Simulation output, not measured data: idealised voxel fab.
Name of the process module below: voxel wiring stack
Section shown: cut. Width: 165 nm. Cell size: 5 nm, square.
Reading order for cross-sections: top band down to bottom band. Underlying form: a grid of square cells. Band size: one or more rows of cells.
Read a band's entry like this: the first values are the height of its top and the height of its bottom in nm, and what follows is the sequence of materials from left to right, each with its width in nm. Note that "empty" is empty space, and that a single material marked "full width" reaches across the band from edge to edge.
Height reference: 0 = level under which incoming wafer is all one material. Lowest band: no bottom, runs on downward, e.g. "0 -> down".
A width such as "30->40" changes by the same amount from each row of cells to the next, from the band's top row to its bottom row.
"no modifications" -> step changed no cross-section cell.
"Voids, sealed" - sealed voids, min. 8 cells, no opening to top; format: width x height at distance (distance from left edge; nm throughout).
It should be noted that, on the line of a given step, the content following the step's settings is a remark produced by the simulator itself with respect to that step.
"overlay nm" on a masked step: distance the mask lay right of its planned place, negative for left.

Intended process steps
1: op RECEIVE | material Si
2: op CONFORMAL_DEP | material SiO2 | thk nm 10
3: op CONFORMAL_DEP | material SiCN | thk nm 5
4: op DIRECTIONAL_DEP | material lowk | thk nm 25
5: op MASKED_ETCH | tone open | mask id METAL_1 | width nm 30 | pitch nm 45 | etch materials lowk | depth nm 25 | overlay nm 0
6: op MASKED_ETCH | tone open | mask id METAL_1 | width nm 30 | pitch nm 45 | etch materials SiCN | depth nm 5 | overlay nm 0
7: op CONFORMAL_DEP | material TiN | thk nm 5
8: op FILL_DEP | material Cu | thk nm 5
9: op CMP | height nm 40
10: op EPI | material Ru | thk nm 5
11: op FILL_DEP | material SiCN | thk nm 5
12: op DIRECTIONAL_DEP | material SiO2 | thk nm 30
13: op MASKED_ETCH | tone open | mask id METAL_2_HOLES | width nm 15 | pitch nm 45 | etch materials SiO2 | depth nm 30 | overlay nm 0
14: op PATTERN | tone open | mask id METAL_2 | material resist | width nm 30 | pitch nm 45 | thk nm 20 | overlay nm 0
15: op DIRECTIONAL_ETCH | etch materials SiO2 | depth nm 20
16: op DIRECTIONAL_ETCH | etch materials SiCN | depth nm 5
17: op STRIP | etch materials resist
18: op CONFORMAL_DEP | material TiN | thk nm 5
19: op FILL_DEP | material Cu | thk nm 10
20: op CMP | height nm 80
21: op CONFORMAL_DEP | material SiCN | thk nm 5
22: op DIRECTIONAL_DEP | material lowk | thk nm 20
23: op PATTERN | tone open | mask id PLUG_2 | material resist | width nm 15 | thk nm 15 | overlay nm 0
24: op DIRECTIONAL_ETCH | etch materials lowk | depth nm 20
25: op DIRECTIONAL_ETCH | etch materials SiCN | depth nm 5
26: op STRIP | etch materials resist
27: op CONFORMAL_DEP | material TiN | thk nm 5
28: op FILL_DEP | material Cu | thk nm 10
29: op CMP | height nm 105
30: op CONFORMAL_DEP | material SiCN | thk nm 5
31: op DIRECTIONAL_DEP | material SiO2 | thk nm 25
32: op MASKED_ETCH | tone open | mask id METAL_3 | width nm 30 | pitch nm 45 | etch materials SiO2 | depth nm 25 | overlay nm 0
33: op MASKED_ETCH | tone open | mask id METAL_3 | width nm 30 | pitch nm 45 | etch materials SiCN | depth nm 5 | overlay nm 0
34: op CONFORMAL_DEP | material TiN | thk nm 5
35: op FILL_DEP | material Ru | thk nm 5
36: op CMP | height nm 135
37: op CONFORMAL_DEP | material SiCN | thk nm 5
38: op DIRECTIONAL_DEP | material lowk | thk nm 10
39: op MASKED_ETCH | tone open | mask id PLUG_3 | width nm 15 | etch materials lowk | depth nm 10 | overlay nm 0
40: op MASKED_ETCH | tone open | mask id PLUG_3 | width nm 15 | etch materials SiCN | depth nm 5 | overlay nm 0
41: op CONFORMAL_DEP | material TiN | thk nm 5
42: op FILL_DEP | material W | thk nm 10
43: op CMP | height nm 150
44: op CONFORMAL_DEP | material SiN | thk nm 5
45: op DIRECTIONAL_DEP | material SiO2 | thk nm 20
46: op MASKED_ETCH | tone open | mask id METAL_4 | width nm 30 | pitch nm 45 | etch materials SiO2 | depth nm 20 | overlay nm 0
47: op MASKED_ETCH | tone open | mask id METAL_4 | width nm 30 | pitch nm 45 | etch materials SiN | depth nm 5 | overlay nm 0
48: op CONFORMAL_DEP | material TiN | thk nm 5
49: op FILL_DEP | material Cu | thk nm 10
50: op CMP | height nm 175
51: op EPI | material Ru | thk nm 5
52: op FILL_DEP | material SiCN | thk nm 5

Incoming wafer in cross-section (state: after step 1)
0 -> down = Si full width
Voids, sealed: none

Wafer cross-section at module end: first of two, run to plan
185 -> 180 = SiCN full width
180 -> 175 = SiCN 40 nm, Ru 40 nm, SiCN 5 nm, Ru 40 nm, SiCN 40 nm
175 -> 155 = SiO2 45 nm, TiN 5 nm, Cu 20 nm, TiN 5 nm, SiO2 15 nm, TiN 5 nm, Cu 20 nm, TiN 5 nm, SiO2 45 nm
155 -> 150 = SiN 45 nm, TiN 30 nm, SiN 15 nm, TiN 30 nm, SiN 45 nm
150 -> 140 = lowk 45 nm, TiN 5 nm, W 5 nm, TiN 5 nm, lowk 105 nm
140 -> 135 = SiCN 45 nm, TiN 15 nm, SiCN 105 nm
135 -> 110 = SiO2 45 nm, TiN 5 nm, Ru 20 nm, TiN 5 nm, SiO2 15 nm, TiN 5 nm, Ru 20 nm, TiN 5 nm, SiO2 45 nm
110 -> 105 = SiCN 45 nm, TiN 30 nm, SiCN 15 nm, TiN 30 nm, SiCN 45 nm
105 -> 85 = lowk 45 nm, TiN 5 nm, Cu 5 nm, TiN 5 nm, lowk 105 nm
85 -> 80 = SiCN 45 nm, TiN 15 nm, SiCN 105 nm
80 -> 65 = SiO2 45 nm, TiN 5 nm, Cu 20 nm, TiN 5 nm, SiO2 15 nm, TiN 5 nm, Cu 20 nm, TiN 5 nm, SiO2 45 nm
65 -> 60 = SiO2 45 nm, TiN 5 nm, Cu 5 nm, TiN 20 nm, SiO2 15 nm, TiN 5 nm, Cu 5 nm, TiN 20 nm, SiO2 45 nm
60 -> 50 = SiO2 45 nm, TiN 5 nm, Cu 5 nm, TiN 5 nm, SiO2 30 nm, TiN 5 nm, Cu 5 nm, TiN 5 nm, SiO2 60 nm
50 -> 45 = SiCN 45 nm, TiN 15 nm, SiCN 30 nm, TiN 15 nm, SiCN 60 nm
45 -> 40 = SiCN 40 nm, Ru 40 nm, SiCN 5 nm, Ru 40 nm, SiCN 40 nm
40 -> 15 = lowk 45 nm, TiN 5 nm, Cu 20 nm, TiN 5 nm, lowk 15 nm, TiN 5 nm, Cu 20 nm, TiN 5 nm, lowk 45 nm
15 -> 10 = SiCN 45 nm, TiN 30 nm, SiCN 15 nm, TiN 30 nm, SiCN 45 nm
10 -> 0 = SiO2 full width
0 -> down = Si full width
Voids, sealed: none

second wafer at the end: like start, like plan, one mistake
185 -> 180 = SiCN full width
180 -> 175 = SiCN 40 nm, Ru 40 nm, SiCN 5 nm, Ru 40 nm, SiCN 40 nm
175 -> 155 = SiO2 45 nm, TiN 5 nm, Cu 20 nm, TiN 5 nm, SiO2 15 nm, TiN 5 nm, Cu 20 nm, TiN 5 nm, SiO2 45 nm
155 -> 150 = SiN 45 nm, TiN 30 nm, SiN 15 nm, TiN 30 nm, SiN 45 nm
150 -> 140 = lowk 45 nm, TiN 5 nm, W 5 nm, TiN 5 nm, lowk 105 nm
140 -> 135 = SiCN 45 nm, TiN 15 nm, SiCN 105 nm
135 -> 130 = SiCN 45 nm, TiN 30 nm, SiCN 15 nm, TiN 30 nm, SiCN 45 nm
130 -> 105 = SiO2 full width
105 -> 85 = lowk 45 nm, TiN 5 nm, Cu 5 nm, TiN 5 nm, lowk 105 nm
85 -> 80 = SiCN 45 nm, TiN 15 nm, SiCN 105 nm
80 -> 65 = SiO2 45 nm, TiN 5 nm, Cu 20 nm, TiN 5 nm, SiO2 15 nm, TiN 5 nm, Cu 20 nm, TiN 5 nm, SiO2 45 nm
65 -> 60 = SiO2 45 nm, TiN 5 nm, Cu 5 nm, TiN 20 nm, SiO2 15 nm, TiN 5 nm, Cu 5 nm, TiN 20 nm, SiO2 45 nm
60 -> 50 = SiO2 45 nm, TiN 5 nm, Cu 5 nm, TiN 5 nm, SiO2 30 nm, TiN 5 nm, Cu 5 nm, TiN 5 nm, SiO2 60 nm
50 -> 45 = SiCN 45 nm, TiN 15 nm, SiCN 30 nm, TiN 15 nm, SiCN 60 nm
45 -> 40 = SiCN 40 nm, Ru 40 nm, SiCN 5 nm, Ru 40 nm, SiCN 40 nm
40 -> 15 = lowk 45 nm, TiN 5 nm, Cu 20 nm, TiN 5 nm, lowk 15 nm, TiN 5 nm, Cu 20 nm, TiN 5 nm, lowk 45 nm
15 -> 10 = SiCN 45 nm, TiN 30 nm, SiCN 15 nm, TiN 30 nm, SiCN 45 nm
10 -> 0 = SiO2 full width
0 -> down = Si full width
Voids, sealed: none
Misprocessing identified: ran 30 and 31 in swapped order versus the plan
Wafer comparison, final, in cells, second relative to first, materials more or fewer: 40 fewer of Ru, 60 more of SiO2, 20 fewer of TiN
